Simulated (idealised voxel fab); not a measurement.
You're looking at the process module voxel wiring stack.
Displayed cross-section: cut, width of 215 nm, square cells sized 5 nm.
For the purposes of this document, a cross-section shall be understood as a grid of square cells, specified as bands listed in top-to-bottom order, each band consisting of one or more rows of cells. Band entry format. Leading values: height of top, height of bottom, nm. Remainder: materials in left-to-right order, each with its width in nm. Special words: "edge to edge" on a single material, which then fills the band edge to edge; "air", empty space. Height 0 is the level under which the wafer as received is all one material. The lowest band goes on downwards, as in "0 nm and below". Width "30 to 40": first value at the band's top row of cells, second value at its bottom row, equal change from row to row. The cross-section has no changed cell in any step marked "no change". Any empty space of 8 cells or more lacking an open way to the top shows up in "Closed void list" as width x height at distance, distance from the left edge, in nm. If you see something after the settings on a step's line, that's the simulator's own remark about that step. The "overlay nm" setting may appear on a step's line; for a step that uses a mask, it gives how far to the right of its planned position the mask lay, and a negative value indicates the left.
Planned process steps:
1: RECEIVE,material Si
2: CONFORMAL_DEP,material SiO2,thk nm 10
3: CONFORMAL_DEP,material SiN,thk nm 5
4: DIRECTIONAL_DEP,material SiO2,thk nm 25
5: DIRECTIONAL_DEP,material aC,thk nm 15
6: PATTERN,tone open,mask id METAL_1,material resist,width nm 30,pitch nm 50,thk nm 30,overlay nm 0
7: DIRECTIONAL_ETCH,etch materials aC,depth nm 15
8: STRIP,etch materials resist
9: DIRECTIONAL_ETCH,etch materials SiO2,depth nm 25
10: DIRECTIONAL_ETCH,etch materials SiN,depth nm 5
11: STRIP,etch materials aC
12: CONFORMAL_DEP,material TiN,thk nm 5
13: FILL_DEP,material Cu,thk nm 5
14: CMP,height nm 40
15: CONFORMAL_DEP,material SiCN,thk nm 5
16: DIRECTIONAL_DEP,material SiO2,thk nm 35
17: DIRECTIONAL_DEP,material aC,thk nm 15
18: PATTERN,tone open,mask id METAL_2,material resist,width nm 30,pitch nm 50,thk nm 35,overlay nm 0
19: DIRECTIONAL_ETCH,etch materials aC,depth nm 15
20: STRIP,etch materials resist
21: DIRECTIONAL_ETCH,etch materials SiO2,depth nm 20
22: STRIP,etch materials aC
23: MASKED_ETCH,tone open,mask id METAL_2_HOLES,width nm 15,pitch nm 100,etch materials SiO2,depth nm 15,overlay nm 0
24: MASKED_ETCH,tone open,mask id METAL_2_HOLES,width nm 15,pitch nm 100,etch materials SiCN,depth nm 5,overlay nm 0
25: CONFORMAL_DEP,material TiN,thk nm 5
26: FILL_DEP,material Cu,thk nm 5
27: CMP,height nm 80
28: CONFORMAL_DEP,material SiCN,thk nm 5
29: DIRECTIONAL_DEP,material SiO2,thk nm 15
30: MASKED_ETCH,tone open,mask id PLUG_2,width nm 15,pitch nm 50,etch materials SiO2,depth nm 15,overlay nm 0
31: MASKED_ETCH,tone open,mask id PLUG_2,width nm 15,pitch nm 50,etch materials SiCN,depth nm 5,overlay nm 0
32: CONFORMAL_DEP,material TiN,thk nm 5
33: FILL_DEP,material Ru,thk nm 10
34: CMP,height nm 100
35: CONFORMAL_DEP,material SiCN,thk nm 5
36: DIRECTIONAL_DEP,material SiO2,thk nm 20
37: DIRECTIONAL_DEP,material aC,thk nm 15
38: PATTERN,tone open,mask id METAL_3,material resist,width nm 30,pitch nm 50,thk nm 35,overlay nm 0
39: DIRECTIONAL_ETCH,etch materials aC,depth nm 15
40: STRIP,etch materials resist
41: DIRECTIONAL_ETCH,etch materials SiO2,depth nm 20
42: DIRECTIONAL_ETCH,etch materials SiCN,depth nm 5
43: STRIP,etch materials aC
44: CONFORMAL_DEP,material TiN,thk nm 5
45: FILL_DEP,material Cu,thk nm 5
46: CMP,height nm 125
47: CONFORMAL_DEP,material SiCN,thk nm 5
48: DIRECTIONAL_DEP,material lowk,thk nm 10
49: PATTERN,tone open,mask id PLUG_3,material resist,width nm 15,pitch nm 50,thk nm 15,overlay nm 0
50: DIRECTIONAL_ETCH,etch materials lowk,depth nm 10
51: DIRECTIONAL_ETCH,etch materials SiCN,depth nm 5
52: STRIP,etch materials resist
53: CONFORMAL_DEP,material TiN,thk nm 5
54: FILL_DEP,material Ru,thk nm 10
55: CMP,height nm 140
56: DIRECTIONAL_DEP,material TiN,thk nm 5
57: DIRECTIONAL_DEP,material W,thk nm 20
58: DIRECTIONAL_DEP,material aC,thk nm 10
59: PATTERN,tone cover,mask id METAL_4,material resist,width nm 30,pitch nm 50,thk nm 25,overlay nm 0
60: DIRECTIONAL_ETCH,etch materials aC,depth nm 10
61: STRIP,etch materials resist
62: DIRECTIONAL_ETCH,etch materials W,depth nm 20
63: DIRECTIONAL_ETCH,etch materials TiN,depth nm 5
64: STRIP,etch materials aC
65: CONFORMAL_DEP,material SiCN,thk nm 5
66: FILL_DEP,material SiO2,thk nm 10
67: CMP,height nm 165
68: CONFORMAL_DEP,material SiN,thk nm 5
Cross-section of the wafer as it came to us, i.e., already through step 1:
0 nm and below  Si edge to edge
Closed void list: none
a wafer at the end: this start, this plan, one mistake:
170 nm to 165 nm  SiN edge to edge
165 nm to 145 nm  SiO2: 10, SiCN: 5, W: 30, SiCN: 5, SiO2: 10, SiCN: 5, W: 30, SiCN: 5, SiO2: 10, SiCN: 5, W: 30, SiCN: 5, SiO2: 10, SiCN: 5, W: 30, SiCN: 5, SiO2: 15
145 nm to 140 nm  SiCN: 15, TiN: 30, SiCN: 20, TiN: 30, SiCN: 20, TiN: 30, SiCN: 20, TiN: 30, SiCN: 20
140 nm to 130 nm  lowk: 25, TiN: 5, Ru: 5, TiN: 5, lowk: 35, TiN: 5, Ru: 5, TiN: 5, lowk: 35, TiN: 5, Ru: 5, TiN: 5, lowk: 35, TiN: 5, Ru: 5, TiN: 5, lowk: 25
130 nm to 125 nm  SiCN: 25, TiN: 15, SiCN: 35, TiN: 15, SiCN: 35, TiN: 15, SiCN: 35, TiN: 15, SiCN: 25
125 nm to 105 nm  SiO2: 15, TiN: 5, Cu: 20, TiN: 5, SiO2: 20, TiN: 5, Cu: 20, TiN: 5, SiO2: 20, TiN: 5, Cu: 20, TiN: 5, SiO2: 20, TiN: 5, Cu: 20, TiN: 5, SiO2: 20
105 nm to 100 nm  SiCN: 15, TiN: 30, SiCN: 20, TiN: 30, SiCN: 20, TiN: 30, SiCN: 20, TiN: 30, SiCN: 20
100 nm to 85 nm  SiO2: 15, TiN: 5, Ru: 5, TiN: 5, SiO2: 35, TiN: 5, Ru: 5, TiN: 5, SiO2: 35, TiN: 5, Ru: 5, TiN: 5, SiO2: 35, TiN: 5, Ru: 5, TiN: 5, SiO2: 35
85 nm to 80 nm  SiCN: 15, TiN: 15, SiCN: 35, TiN: 15, SiCN: 35, TiN: 15, SiCN: 35, TiN: 15, SiCN: 35
80 nm to 65 nm  SiO2: 15, TiN: 5, Cu: 20, TiN: 5, SiO2: 20, TiN: 5, Cu: 20, TiN: 5, SiO2: 20, TiN: 5, Cu: 20, TiN: 5, SiO2: 20, TiN: 5, Cu: 20, TiN: 5, SiO2: 20
65 nm to 60 nm  SiO2: 15, TiN: 5, Cu: 5, TiN: 20, SiO2: 20, TiN: 30, SiO2: 20, TiN: 5, Cu: 5, TiN: 20, SiO2: 20, TiN: 30, SiO2: 20
60 nm to 45 nm  SiO2: 15, TiN: 5, Cu: 5, TiN: 5, SiO2: 85, TiN: 5, Cu: 5, TiN: 5, SiO2: 85
45 nm to 40 nm  SiCN: 15, TiN: 15, SiCN: 85, TiN: 15, SiCN: 85
40 nm to 15 nm  SiO2: 15, TiN: 5, Cu: 20, TiN: 5, SiO2: 20, TiN: 5, Cu: 20, TiN: 5, SiO2: 20, TiN: 5, Cu: 20, TiN: 5, SiO2: 20, TiN: 5, Cu: 20, TiN: 5, SiO2: 20
15 nm to 10 nm  SiN: 15, TiN: 30, SiN: 20, TiN: 30, SiN: 20, TiN: 30, SiN: 20, TiN: 30, SiN: 20
10 nm to 0 nm  SiO2 edge to edge
0 nm and below  Si edge to edge
Closed void list: none
what went wrong: step 49 did not use the planned setting and instead ran as PATTERN,tone open,mask id PLUG_3,material resist,width nm 15,pitch nm 50,thk nm 15,overlay nm 10
